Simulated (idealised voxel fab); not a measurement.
This is a process module. Its name is voxel trench capacitor.
The width of the displayed cross-section, cut, is 285 nm; its cells are square, with a size of 5 nm.
Bands, listed from the top down, are how a cross-section gets written in this document; the cross-section itself is a grid of square cells, and a band is one or more rows of them.
Look at the band entry: it leads with the top's height and the bottom's height in nm. Then it lists the materials left to right, with a width in nm for each. The word "edge to edge" on a single material says that material fills the band edge to edge. The word "empty" is empty space.
Height 0 is the level under which the wafer as received is all one material. The lowest band goes on downwards, as in "0..down".
Note: "30 to 40" means the width goes from the first number (top row of the band) to the second number (bottom row) in equal steps per row of cells.
"changes: none" for a step: no cell of the cross-section changed in that step.
"Tabulated closed voids": empty spaces of 8 cells or more with no open way to the top, each given as width x height at distance, distance from the left edge, all in nm.
Where a step's line continues beyond its settings, the continuation is a remark by the simulator itself on that step.
"overlay nm", when on a step's line for a step with a mask, measures how far to the right of its planned place the mask lay; a negative measure means to the left.
## Steps in the process plan
1: RECEIVE: material Si
2: CONFORMAL_DEP: material SiN, thk nm 5
3: DIRECTIONAL_DEP: material aC, thk nm 10
4: PATTERN: tone open, mask id TRENCH, material resist, width nm 25, pitch nm 40, thk nm 30, overlay nm 0
5: DIRECTIONAL_ETCH: etch materials aC, depth nm 10
6: STRIP: etch materials resist
7: DIRECTIONAL_ETCH: etch materials SiN, depth nm 5
8: DIRECTIONAL_ETCH: etch materials Si, depth nm 40
9: STRIP: etch materials aC
10: CONFORMAL_DEP: material Al2O3, thk nm 5
11: CONFORMAL_DEP: material TiN, thk nm 5
12: FILL_DEP: material W, thk nm 10
13: CMP: height nm 5
What sets these wafers apart? The thk nm at step 10. They all start alike, and the plan carries the first wafer's value.
## Cut through the first of several wafers as received, post step 1
- 0..down: Si edge to edge
- Tabulated closed voids: none
## Below, a row for every wafer. Read it as the end-of-module picture: for each material the wafer shows its cells gained (+) or lost (-) since it was received, and then its closed voids
thk nm 5 | +42 Al2O3 | -80 Si | +47 SiN | +34 TiN | +14 W | Tabulated closed voids: none
thk nm 10 | +76 Al2O3 | -80 Si | +47 SiN | +14 TiN | Tabulated closed voids: none
thk nm 15 | +90 Al2O3 | -80 Si | +47 SiN | Tabulated closed voids: none
thk nm 20 | +90 Al2O3 | -80 Si | +47 SiN | Tabulated closed voids: none
